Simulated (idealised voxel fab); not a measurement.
Process module, titled voxel air gaps
Cross-section cut spans 210 nm and uses square cells 5 nm in size.
Bands, listed from the top down, are how a cross-section gets written in this document; the cross-section itself is a grid of square cells, and a band is one or more rows of them. Top, bottom (nm), then materials left to right with widths (nm); lone material tagged "throughout" fills the whole band edge to edge; "air" = empty space. Measure heights from 0. That's the level where, below it, the as-received wafer is all one material. The lowest band is bottomless and extends downward; write it as in "top 0, no bottom". You'd read "30..40" like this: the band's top row of cells is as wide as the first number, its bottom row is as wide as the second, and going down, every row changes width by the same amount as the row before did. The cross-section has no changed cell in any step marked "left unchanged". The entry titled "Enclosed internal voids" provides the empty spaces that have no open way to the top, restricted to those of 8 cells or more. Each is presented as width x height at distance, the distance being measured from the left edge, with all three in nm. Heads up: the bit after the settings on a step's line is the simulator's remark on that step. overlay nm: mask offset rightward from planned place, masked step; negative means leftward offset.

**Here's what the planned process steps look like**
1: RECEIVE,material Si
2: CONFORMAL_DEP,material SiO2,thk nm 10
3: CONFORMAL_DEP,material SiCN,thk nm 5
4: DIRECTIONAL_DEP,material lowk,thk nm 35
5: MASKED_ETCH,tone open,mask id LINES,width nm 20,pitch nm 50,etch materials lowk,depth nm 35,overlay nm 0
6: CONFORMAL_DEP,material TiN,thk nm 5
7: FILL_DEP,material W,thk nm 5
8: CMP,height nm 50
9: EPI,material Ru,thk nm 10
10: SELECTIVE_ETCH,etch materials lowk,depth nm 45
11: CONFORMAL_DEP,material SiCN,thk nm 5

**So this is the incoming wafer in cross-section - it's already been through step 1**
> top 0, no bottom: Si throughout
> Enclosed internal voids: none

**This is how the wafer looks in cross-section once the module is done, given the starting state and plan above and one mistake in carrying the plan out**
> top 65, bottom 60: air=5, then SiCN=200, then air=5
> top 60, bottom 50: air=5, then SiCN=5, then Ru=40, then SiCN=10, then Ru=40, then SiCN=10, then Ru=40, then SiCN=10, then Ru=40, then SiCN=5, then air=5
> top 50, bottom 45: air=5, then SiCN=15, then TiN=5, then W=10, then TiN=5, then SiCN=30, then TiN=5, then W=10, then TiN=5, then SiCN=30, then TiN=5, then W=10, then TiN=5, then SiCN=30, then TiN=5, then W=10, then TiN=5, then SiCN=15, then air=5
> top 45, bottom 20: air=15, then SiCN=5, then TiN=5, then W=10, then TiN=5, then SiCN=5, then air=20, then SiCN=5, then TiN=5, then W=10, then TiN=5, then SiCN=5, then air=20, then SiCN=5, then TiN=5, then W=10, then TiN=5, then SiCN=5, then air=20, then SiCN=5, then TiN=5, then W=10, then TiN=5, then SiCN=5, then air=15
> top 20, bottom 15: SiCN=20, then TiN=20, then SiCN=30, then TiN=20, then SiCN=30, then TiN=20, then SiCN=30, then TiN=20, then SiCN=20
> top 15, bottom 10: Ru throughout
> top 10, bottom 0: SiO2 throughout
> top 0, no bottom: Si throughout
> Enclosed internal voids: 20 x 25 at 45; 20 x 25 at 95; 20 x 25 at 145
Want to know what went wrong? so step 3 ended up running with a different setting than we planned, it ran as CONFORMAL_DEP,material Ru,thk nm 5
